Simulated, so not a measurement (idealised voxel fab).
voxel local oxidation: a process module
It is cross-section cut that appears here, measuring 175 nm in width, its square cells being 5 nm in size.
Cross-section, as written here: a square-cell grid given band by band from the top down, where a band holds one or more rows of cells. For a band, the entry starts with two heights in nm, that of the top and then that of the bottom, and carries on with the band's materials in order from left to right, each alongside its width in nm; the word "edge to edge" beside a single material means it fills the band edge to edge, and "empty" means empty space. Below 0: as-received wafer, all one material; heights counted from there. Lowest band: no bottom, goes on down, written "0..down". Read "30->40" as a graded width: first number on top, second number at the bottom, same change between each pair of neighbouring rows. You'll sometimes find "all unchanged" written for a step, and that's the way of saying that nowhere in the cross-section did a cell change during that step. If an empty space has no open way to the top and is at least 8 cells in size, "Sealed internal cavities" lists it, written width x height at distance, where distance is measured from the left edge and every value is in nm. On a step's line, text after the settings is the simulator commenting on that step. "overlay nm" answers the question of how far to the right of plan the mask lay on a step that has a mask, and when it is negative the answer is to the left.
Set out below are the planned steps of the process
| 1 | RECEIVE, material Si |
| 2 | OXIDIZE, depth nm 5 |
| 3 | CONFORMAL_DEP, material SiN, thk nm 15 |
| 4 | PATTERN, tone cover, mask id ACTIVE, material resist, width nm 90, thk nm 15, overlay nm 0 |
| 5 | DIRECTIONAL_ETCH, etch materials SiN, depth nm 15 |
| 6 | STRIP, etch materials resist |
| 7 | SELECTIVE_ETCH, etch materials SiO2, depth nm 5 |
| 8 | OXIDIZE, depth nm 10 |
| 9 | STRIP, etch materials SiN |
varied across the wafers: width nm of step 4. The plan shows the first wafer's value. All wafers start alike
So this is the first of several wafers, cross-sectioned as it came to us, meaning it's at the end of step 1
    0..down  Si edge to edge
    Sealed internal cavities: none
For your reference, the table is organized with a row per wafer; each row reflects the wafer at the end of the module, indicating for each material the cells gained (+) or lost (-) since receipt, and thereafter its closed voids
width nm 90 | -81 Si | +62 SiO2 | Sealed internal cavities: none
width nm 95 | -79 Si | +61 SiO2 | Sealed internal cavities: none
width nm 100 | -77 Si | +60 SiO2 | Sealed internal cavities: none
width nm 105 | -75 Si | +59 SiO2 | Sealed internal cavities: none
width nm 110 | -73 Si | +58 SiO2 | Sealed internal cavities: none
width nm 115 | -71 Si | +57 SiO2 | Sealed internal cavities: none
